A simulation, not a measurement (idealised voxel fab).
Herein follows the process module entitled voxel self aligned contacts.
Each square cell in cross-section cut measures 5 nm, and the section as a whole is 210 nm wide.
Think of the cross-section as a grid of square cells. We describe it in bands, top to bottom, and each band covers one or more rows of those cells. Each band's line starts with the height of the band's top and of its bottom, in nm. Then come its materials from left to right, each with its width in nm. One material with "all across" fills the band from edge to edge. "empty" is empty space. Convention: height 0 is the level below which the wafer, as received, is all one material. The lowest band does not terminate at the bottom but continues downward, represented as "0 down". With a width like "30->40", each row of cells in the band differs from the next by the same amount, the top row carrying the first number and the bottom row the second. It should be understood that the words "no change occurred", when stated for a given step, signify that the cross-section underwent no change in any of its cells during that step. "Catalogued sealed voids" - sealed voids, min. 8 cells, no opening to top; format: width x height at distance (distance from left edge; nm throughout). If you see something after the settings on a step's line, that's the simulator's own remark about that step. You can add "overlay nm" to a step's line. For a step with a mask, it describes how far the mask lay to the right of its planned position, and a negative number describes a lay to the left.
The following list gives the planned process steps:
1,RECEIVE (material Si)
2,OXIDIZE (depth nm 5)
3,DIRECTIONAL_DEP (material polySi; thk nm 30)
4,DIRECTIONAL_DEP (material SiN; thk nm 20)
5,PATTERN (tone cover; mask id GATE; material resist; width nm 30; pitch nm 65; thk nm 20; overlay nm 0)
6,DIRECTIONAL_ETCH (etch materials SiN; depth nm 20)
7,DIRECTIONAL_ETCH (etch materials polySi; depth nm 30)
8,STRIP (etch materials resist)
9,CONFORMAL_DEP (material SiN; thk nm 10)
10,DIRECTIONAL_ETCH (etch materials SiN; depth nm 10)
11,FILL_DEP (material SiO2; thk nm 15)
12,CMP (height nm 55)
13,PATTERN (tone open; mask id CONTACT; material resist; width nm 45; pitch nm 65; thk nm 15; overlay nm 0)
14,DIRECTIONAL_ETCH (etch materials SiO2; depth nm 60)
15,STRIP (etch materials resist)
16,CONFORMAL_DEP (material TiN; thk nm 5)
17,FILL_DEP (material W; thk nm 5)
18,CMP (height nm 55)
19,CONFORMAL_DEP (material SiCN; thk nm 5)
Delivered wafer in cross-section: state after step 1:
0 down  Si all across
Catalogued sealed voids: none
Module complete - cross-section of the first of two wafers, run according to plan:
60 to 55  SiCN all across
55 to 50  50 of SiO2  20 of TiN  5 of W  20 of TiN  20 of SiO2  20 of TiN  5 of W  20 of TiN  50 of SiO2
50 to 30  15 of SiO2  50 of SiN  5 of TiN  5 of W  5 of TiN  50 of SiN  5 of TiN  5 of W  5 of TiN  50 of SiN  15 of SiO2
30 to 0  15 of SiO2  10 of SiN  30 of polySi  10 of SiN  5 of TiN  5 of W  5 of TiN  10 of SiN  30 of polySi  10 of SiN  5 of TiN  5 of W  5 of TiN  10 of SiN  30 of polySi  10 of SiN  15 of SiO2
0 to -5  65 of SiO2  15 of TiN  50 of SiO2  15 of TiN  65 of SiO2
-5 down  Si all across
Catalogued sealed voids: none
So this is wafer number two of the two, cut at the end of the module - it started where the first did and had the same plan, we just got one thing wrong running it:
60 to 55  SiCN all across
55 to 50  10 of W  40 of TiN  45 of SiO2  20 of TiN  45 of SiO2  40 of TiN  10 of W
50 to 30  10 of W  5 of TiN  50 of SiN  15 of SiO2  50 of SiN  15 of SiO2  50 of SiN  5 of TiN  10 of W
30 to 0  10 of W  5 of TiN  10 of SiN  30 of polySi  10 of SiN  15 of SiO2  10 of SiN  30 of polySi  10 of SiN  15 of SiO2  10 of SiN  30 of polySi  10 of SiN  5 of TiN  10 of W
0 to -5  15 of TiN  180 of SiO2  15 of TiN
-5 down  Si all across
Catalogued sealed voids: none
In executing the process, a mistake was made relative to the plan: off-plan run, step 13, actual operation and settings PATTERN (tone cover; mask id CONTACT; material resist; width nm 45; pitch nm 65; thk nm 15; overlay nm 0)
Looking at both finished wafers in cells, the second ends up ahead of or behind the first on some materials: -6 SiO2 | -16 TiN | +22 W
